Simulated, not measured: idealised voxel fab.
The process module that follows is named voxel air gaps.
Xsec cut, 170 nm wide, square cell size 5 nm.
Each cross-section below is a grid of square cells, stated as bands in top-down order, with one or more rows of cells making up each band. Band: top and bottom heights (nm) first, top before bottom; then materials from left to right, widths in nm. "throughout" marks a sole material filling the band edge to edge. "blank" denotes empty space. For the purposes of this specification, 0 denotes the height below which the wafer in its as-received condition is composed wholly of one material, and the lowermost band, lacking a lower limit, extends downward without end, as expressed in "top 0, no bottom". Width "30->40": first value at the band's top row of cells, second value at its bottom row, equal change from row to row. Reading "everything unchanged" for a step: not a cell of the cross-section changed in it. Voids not open to the top, 8 cells minimum: see "Sealed void inventory". Written width x height at distance; distance is from the left edge; nm. Step line, after settings: the simulator's comment on this step. On any step carrying a mask, the "overlay nm" setting, if present on the step's line, tells how far right of its planned place the mask lay; negative values point to the left.

Steps planned for the process
step 1: RECEIVE [material Si]
step 2: CONFORMAL_DEP [material SiO2] [thk nm 15]
step 3: CONFORMAL_DEP [material SiCN] [thk nm 5]
step 4: DIRECTIONAL_DEP [material SiO2] [thk nm 40]
step 5: PATTERN [tone open] [mask id LINES] [material resist] [width nm 25] [pitch nm 50] [thk nm 15] [overlay nm 0]
step 6: DIRECTIONAL_ETCH [etch materials SiO2] [depth nm 40]
step 7: STRIP [etch materials resist]
step 8: CONFORMAL_DEP [material TiN] [thk nm 5]
step 9: FILL_DEP [material Cu] [thk nm 5]
step 10: CMP [height nm 60]
step 11: EPI [material Ru] [thk nm 10]
step 12: SELECTIVE_ETCH [etch materials SiO2] [depth nm 50]
step 13: CONFORMAL_DEP [material SiCN] [thk nm 5]

So, the first of our two wafers, run just as we planned it

Incoming wafer, cross-sectional view, post step 1
    top 0, no bottom | Si throughout
    Sealed void inventory: none

Wafer section view after processing step 2
    top 15, bottom 0 | SiO2 throughout
    Below 0, the layers are the same as they were.

Wafer section view after processing step 3
    top 20, bottom 15 | SiCN throughout
    Below 15, the layers are the same as they were.

Wafer section view after processing step 4
    top 60, bottom 20 | SiO2 throughout
    Below 20, the layers are the same as they were.

Wafer section view after processing step 5
    top 75, bottom 60 | 20 of resist; 25 of blank; 25 of resist; 25 of blank; 25 of resist; 25 of blank; 25 of resist
    Below 60, the layers are the same as they were.

Wafer section view after processing step 6
    top 75, bottom 60 | 20 of resist; 25 of blank; 25 of resist; 25 of blank; 25 of resist; 25 of blank; 25 of resist
    top 60, bottom 20 | 20 of SiO2; 25 of blank; 25 of SiO2; 25 of blank; 25 of SiO2; 25 of blank; 25 of SiO2
    Below 20, the layers are the same as they were.

Wafer section view after processing step 7
    top 60, bottom 20 | 20 of SiO2; 25 of blank; 25 of SiO2; 25 of blank; 25 of SiO2; 25 of blank; 25 of SiO2
    Below 20, the layers are the same as they were.

Wafer section view after processing step 8
    top 65, bottom 60 | 25 of TiN; 15 of blank; 35 of TiN; 15 of blank; 35 of TiN; 15 of blank; 30 of TiN
    top 60, bottom 25 | 20 of SiO2; 5 of TiN; 15 of blank; 5 of TiN; 25 of SiO2; 5 of TiN; 15 of blank; 5 of TiN; 25 of SiO2; 5 of TiN; 15 of blank; 5 of TiN; 25 of SiO2
    top 25, bottom 20 | 20 of SiO2; 25 of TiN; 25 of SiO2; 25 of TiN; 25 of SiO2; 25 of TiN; 25 of SiO2
    Below 20, the layers are the same as they were.

Wafer section view after processing step 9
    top 70, bottom 65 | Cu throughout
    top 65, bottom 60 | 25 of TiN; 15 of Cu; 35 of TiN; 15 of Cu; 35 of TiN; 15 of Cu; 30 of TiN
    top 60, bottom 25 | 20 of SiO2; 5 of TiN; 15 of Cu; 5 of TiN; 25 of SiO2; 5 of TiN; 15 of Cu; 5 of TiN; 25 of SiO2; 5 of TiN; 15 of Cu; 5 of TiN; 25 of SiO2
    Below 25, the layers are the same as they were.

Wafer section view after processing step 10
    top 60, bottom 25 | 20 of SiO2; 5 of TiN; 15 of Cu; 5 of TiN; 25 of SiO2; 5 of TiN; 15 of Cu; 5 of TiN; 25 of SiO2; 5 of TiN; 15 of Cu; 5 of TiN; 25 of SiO2
    Below 25, the layers are the same as they were.

Wafer section view after processing step 11
    top 70, bottom 60 | 10 of blank; 45 of Ru; 5 of blank; 45 of Ru; 5 of blank; 45 of Ru; 15 of blank
    Below 60, the layers are the same as they were.

Wafer section view after processing step 12
    top 70, bottom 60 | 10 of blank; 45 of Ru; 5 of blank; 45 of Ru; 5 of blank; 45 of Ru; 15 of blank
    top 60, bottom 25 | 20 of blank; 5 of TiN; 15 of Cu; 5 of TiN; 25 of blank; 5 of TiN; 15 of Cu; 5 of TiN; 25 of blank; 5 of TiN; 15 of Cu; 5 of TiN; 25 of blank
    top 25, bottom 20 | 20 of blank; 25 of TiN; 25 of blank; 25 of TiN; 25 of blank; 25 of TiN; 25 of blank
    Below 20, the layers are the same as they were.

Wafer section view after processing step 13
    top 75, bottom 70 | 5 of blank; 155 of SiCN; 10 of blank
    top 70, bottom 60 | 5 of blank; 5 of SiCN; 45 of Ru; 5 of SiCN; 45 of Ru; 5 of SiCN; 45 of Ru; 5 of SiCN; 10 of blank
    top 60, bottom 55 | 5 of blank; 15 of SiCN; 5 of TiN; 15 of Cu; 5 of TiN; 25 of SiCN; 5 of TiN; 15 of Cu; 5 of TiN; 25 of SiCN; 5 of TiN; 15 of Cu; 5 of TiN; 15 of SiCN; 10 of blank
    top 55, bottom 25 | 15 of blank; 5 of SiCN; 5 of TiN; 15 of Cu; 5 of TiN; 5 of SiCN; 15 of blank; 5 of SiCN; 5 of TiN; 15 of Cu; 5 of TiN; 5 of SiCN; 15 of blank; 5 of SiCN; 5 of TiN; 15 of Cu; 5 of TiN; 5 of SiCN; 20 of blank
    top 25, bottom 20 | 20 of SiCN; 25 of TiN; 25 of SiCN; 25 of TiN; 25 of SiCN; 25 of TiN; 25 of SiCN
    Below 20, the layers are the same as they were.
    Sealed void inventory: 15 x 30 at 50; 15 x 30 at 100

Second of two: same start, same plan, one run error; steps up to and including 2 match the first

At the planned end of step 3, the second wafer in cross-section
    top 55, bottom 0 | SiO2 throughout
    Below 0, the layers are the same as they were.

At the planned end of step 4, the second wafer in cross-section
    top 60, bottom 55 | SiCN throughout
    Below 55, the layers are the same as they were.

At the planned end of step 5, the second wafer in cross-section
    top 75, bottom 60 | 20 of resist; 25 of blank; 25 of resist; 25 of blank; 25 of resist; 25 of blank; 25 of resist
    Below 60, the layers are the same as they were.

At the planned end of step 6, the second wafer in cross-section: everything unchanged

At the planned end of step 7, the second wafer in cross-section
    top 60, bottom 55 | SiCN throughout
    Below 55, the layers are the same as they were.

At the planned end of step 8, the second wafer in cross-section
    top 65, bottom 60 | TiN throughout
    Below 60, the layers are the same as they were.

At the planned end of step 9, the second wafer in cross-section
    top 70, bottom 65 | Cu throughout
    Below 65, the layers are the same as they were.

At the planned end of step 10, the second wafer in cross-section
    top 60, bottom 55 | SiCN throughout
    Below 55, the layers are the same as they were.

At the planned end of step 11, the second wafer in cross-section: everything unchanged

At the planned end of step 12, the second wafer in cross-section: everything unchanged

At the planned end of step 13, the second wafer in cross-section
    top 65, bottom 55 | SiCN throughout
    Below 55, the layers are the same as they were.
Misprocessing identified: steps 3 and 4 run out of order (swapped)
It is noted that, at the conclusion of processing, the second wafer exhibits a higher or lower cell count for certain materials relative to the first: Cu -63; Ru -54; SiCN -76; SiO2 +272; TiN -57
Final closed voids: first wafer 2, second wafer 0.
